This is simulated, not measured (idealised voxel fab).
A process module follows: voxel transistor to metal.
We display cut, a cross-section 285 nm in width whose square cells are each 5 nm.
Heads up, the way a cross-section reads in here is a grid of square cells, handed over as bands from the top down, with every band being one or more rows of cells.
What a band's entry tells you: where the top is and where the bottom is, as heights in nm, and after that what lies inside, material by material from left to right, each with its width in nm. Empty space is written as the word "empty", and a single material marked with the word "throughout" occupies the band from edge to edge.
Height is counted from the level 0, under which the received wafer is composed throughout of one material. The lowest of the bands is not closed at the bottom but continues downward, in the notation "0..down".
The width entry "30->40" should be interpreted row by row: the top row of cells in the band takes the first number, the bottom row takes the second number, and the change between adjacent rows is uniform throughout.
Given "no alteration" for a step, no cell of the cross-section differs between before and after that step.
Any empty space of 8 cells or more lacking an open way to the top shows up in "Sealed voids" as width x height at distance, distance from the left edge, in nm.
Post-settings text on a step line: simulator's own remark regarding the step.
Steps that use a mask can have "overlay nm" on their line. It says how far the mask sat to the right of where it was meant to be. Negative means to the left.
**The planned process steps are enumerated hereunder**
1,RECEIVE | material Si
2,OXIDIZE | depth nm 5
3,CONFORMAL_DEP | material SiN | thk nm 10
4,PATTERN | tone cover | mask id ACTIVE | material resist | width nm 115 | pitch nm 135 | thk nm 15 | overlay nm 0
5,DIRECTIONAL_ETCH | etch materials SiN | depth nm 10
6,DIRECTIONAL_ETCH | etch materials SiO2 | depth nm 5
7,DIRECTIONAL_ETCH | etch materials Si | depth nm 20
8,STRIP | etch materials resist
9,FILL_DEP | material SiO2 | thk nm 15
10,CMP | height nm 10
11,SELECTIVE_ETCH | etch materials SiO2 | depth nm 10
12,STRIP | etch materials SiN
13,SELECTIVE_ETCH | etch materials SiO2 | depth nm 5
14,OXIDIZE | depth nm 5
15,DIRECTIONAL_DEP | material polySi | thk nm 25
16,DIRECTIONAL_DEP | material SiCN | thk nm 10
17,MASKED_ETCH | tone cover | mask id GATE | width nm 15 | pitch nm 135 | etch materials SiCN | depth nm 20 | overlay nm 0
18,MASKED_ETCH | tone cover | mask id GATE | width nm 15 | pitch nm 135 | etch materials polySi | depth nm 35 | overlay nm 0
19,CONFORMAL_DEP | material SiN | thk nm 5
20,DIRECTIONAL_ETCH | etch materials SiN | depth nm 5
21,DIRECTIONAL_ETCH | etch materials SiO2 | depth nm 5
22,EPI | material nSi | thk nm 5
23,FILL_DEP | material SiO2 | thk nm 5
24,CMP | height nm 30
25,DIRECTIONAL_DEP | material SiO2 | thk nm 15
26,MASKED_ETCH | tone open | mask id CONTACT | width nm 20 | etch materials SiO2 | depth nm 50 | overlay nm 0
27,CONFORMAL_DEP | material TiN | thk nm 5
28,FILL_DEP | material W | thk nm 5
29,CMP | height nm 45
30,CONFORMAL_DEP | material SiCN | thk nm 5
31,DIRECTIONAL_DEP | material SiO2 | thk nm 25
32,PATTERN | tone open | mask id METAL_1 | material resist | width nm 20 | thk nm 20 | overlay nm 0
33,DIRECTIONAL_ETCH | etch materials SiO2 | depth nm 25
34,DIRECTIONAL_ETCH | etch materials SiCN | depth nm 5
35,STRIP | etch materials resist
36,CONFORMAL_DEP | material TiN | thk nm 5
37,FILL_DEP | material Cu | thk nm 10
38,CMP | height nm 75
39,CONFORMAL_DEP | material SiCN | thk nm 5
**Wafer at receipt (post step 1), cross-section**
	0..down  Si throughout
	Sealed voids: none
**The first of two wafers, cross-sectioned at the end of the module, with the run proceeding as planned**
	80..75  SiCN throughout
	75..50  25 nm SiO2; 5 nm TiN; 10 nm Cu; 5 nm TiN; 55 nm SiO2; 5 nm TiN; 10 nm Cu; 5 nm TiN; 40 nm SiO2; 5 nm TiN; 10 nm Cu; 5 nm TiN; 55 nm SiO2; 5 nm TiN; 10 nm Cu; 5 nm TiN; 30 nm SiO2
	50..45  25 nm SiCN; 20 nm TiN; 55 nm SiCN; 20 nm TiN; 40 nm SiCN; 20 nm TiN; 55 nm SiCN; 20 nm TiN; 30 nm SiCN
	45..30  25 nm SiO2; 5 nm TiN; 10 nm W; 5 nm TiN; 55 nm SiO2; 5 nm TiN; 10 nm W; 5 nm TiN; 40 nm SiO2; 5 nm TiN; 10 nm W; 5 nm TiN; 55 nm SiO2; 5 nm TiN; 10 nm W; 5 nm TiN; 30 nm SiO2
	30..20  25 nm SiO2; 5 nm TiN; 10 nm W; 5 nm TiN; 15 nm SiO2; 5 nm SiN; 15 nm SiCN; 5 nm SiN; 15 nm SiO2; 5 nm TiN; 10 nm W; 5 nm TiN; 40 nm SiO2; 5 nm TiN; 10 nm W; 5 nm TiN; 15 nm SiO2; 5 nm SiN; 15 nm SiCN; 5 nm SiN; 15 nm SiO2; 5 nm TiN; 10 nm W; 5 nm TiN; 30 nm SiO2
	20..0  25 nm SiO2; 5 nm TiN; 10 nm W; 5 nm TiN; 15 nm SiO2; 5 nm SiN; 15 nm polySi; 5 nm SiN; 15 nm SiO2; 5 nm TiN; 10 nm W; 5 nm TiN; 40 nm SiO2; 5 nm TiN; 10 nm W; 5 nm TiN; 15 nm SiO2; 5 nm SiN; 15 nm polySi; 5 nm SiN; 15 nm SiO2; 5 nm TiN; 10 nm W; 5 nm TiN; 30 nm SiO2
	0..-5  25 nm SiO2; 20 nm TiN; 15 nm SiO2; 5 nm SiN; 15 nm polySi; 5 nm SiN; 15 nm SiO2; 20 nm TiN; 40 nm SiO2; 20 nm TiN; 15 nm SiO2; 5 nm SiN; 15 nm polySi; 5 nm SiN; 15 nm SiO2; 20 nm TiN; 30 nm SiO2
	-5..-10  10 nm SiO2; 50 nm nSi; 25 nm SiO2; 50 nm nSi; 10 nm SiO2; 50 nm nSi; 25 nm SiO2; 50 nm nSi; 15 nm SiO2
	-10..-25  15 nm SiO2; 115 nm Si; 20 nm SiO2; 115 nm Si; 20 nm SiO2
	-25..down  Si throughout
	Sealed voids: none
**Cross-section at end of module for the second wafer of two, which matched the first in starting point and plan and differed by one mistake in its processing**
	80..75  SiCN throughout
	75..50  25 nm SiO2; 5 nm TiN; 10 nm Cu; 5 nm TiN; 55 nm SiO2; 5 nm TiN; 10 nm Cu; 5 nm TiN; 40 nm SiO2; 5 nm TiN; 10 nm Cu; 5 nm TiN; 55 nm SiO2; 5 nm TiN; 10 nm Cu; 5 nm TiN; 30 nm SiO2
	50..45  25 nm SiCN; 20 nm TiN; 55 nm SiCN; 20 nm TiN; 40 nm SiCN; 20 nm TiN; 55 nm SiCN; 20 nm TiN; 30 nm SiCN
	45..30  25 nm SiO2; 5 nm TiN; 10 nm W; 5 nm TiN; 55 nm SiO2; 5 nm TiN; 10 nm W; 5 nm TiN; 40 nm SiO2; 5 nm TiN; 10 nm W; 5 nm TiN; 55 nm SiO2; 5 nm TiN; 10 nm W; 5 nm TiN; 30 nm SiO2
	30..20  25 nm SiO2; 5 nm TiN; 10 nm W; 5 nm TiN; 15 nm SiO2; 5 nm SiN; 15 nm SiCN; 5 nm SiN; 15 nm SiO2; 5 nm TiN; 10 nm W; 5 nm TiN; 40 nm SiO2; 5 nm TiN; 10 nm W; 5 nm TiN; 15 nm SiO2; 5 nm SiN; 15 nm SiCN; 5 nm SiN; 15 nm SiO2; 5 nm TiN; 10 nm W; 5 nm TiN; 30 nm SiO2
	20..0  25 nm SiO2; 5 nm TiN; 10 nm W; 5 nm TiN; 15 nm SiO2; 5 nm SiN; 15 nm polySi; 5 nm SiN; 15 nm SiO2; 5 nm TiN; 10 nm W; 5 nm TiN; 40 nm SiO2; 5 nm TiN; 10 nm W; 5 nm TiN; 15 nm SiO2; 5 nm SiN; 15 nm polySi; 5 nm SiN; 15 nm SiO2; 5 nm TiN; 10 nm W; 5 nm TiN; 30 nm SiO2
	0..-5  25 nm SiO2; 20 nm TiN; 15 nm SiO2; 5 nm SiN; 15 nm polySi; 5 nm SiN; 15 nm SiO2; 20 nm TiN; 40 nm SiO2; 20 nm TiN; 15 nm SiO2; 5 nm SiN; 15 nm polySi; 5 nm SiN; 15 nm SiO2; 20 nm TiN; 30 nm SiO2
	-5..-10  10 nm SiO2; 5 nm SiN; 45 nm nSi; 25 nm SiO2; 45 nm nSi; 5 nm SiN; 10 nm SiO2; 5 nm SiN; 45 nm nSi; 25 nm SiO2; 45 nm nSi; 5 nm SiN; 5 nm SiO2; 5 nm SiN; 5 nm SiO2
	-10..-15  10 nm SiO2; 5 nm SiN; 5 nm SiO2; 105 nm Si; 5 nm SiO2; 5 nm SiN; 10 nm SiO2; 5 nm SiN; 5 nm SiO2; 105 nm Si; 5 nm SiO2; 5 nm SiN; 5 nm SiO2; 5 nm SiN; 5 nm SiO2
	-15..-25  20->15 nm SiO2; 105->115 nm Si; 30->20 nm SiO2; 105->115 nm Si; 25->20 nm SiO2
	-25..down  Si throughout
	Sealed voids: none
Error vs. plan: so 11 and 12 got swapped relative to the plan, each ran where the other was supposed to
FYI, end of process, the second wafer has more or fewer cells of some materials than the first: -8 Si; +10 SiN; +2 SiO2; -4 nSi
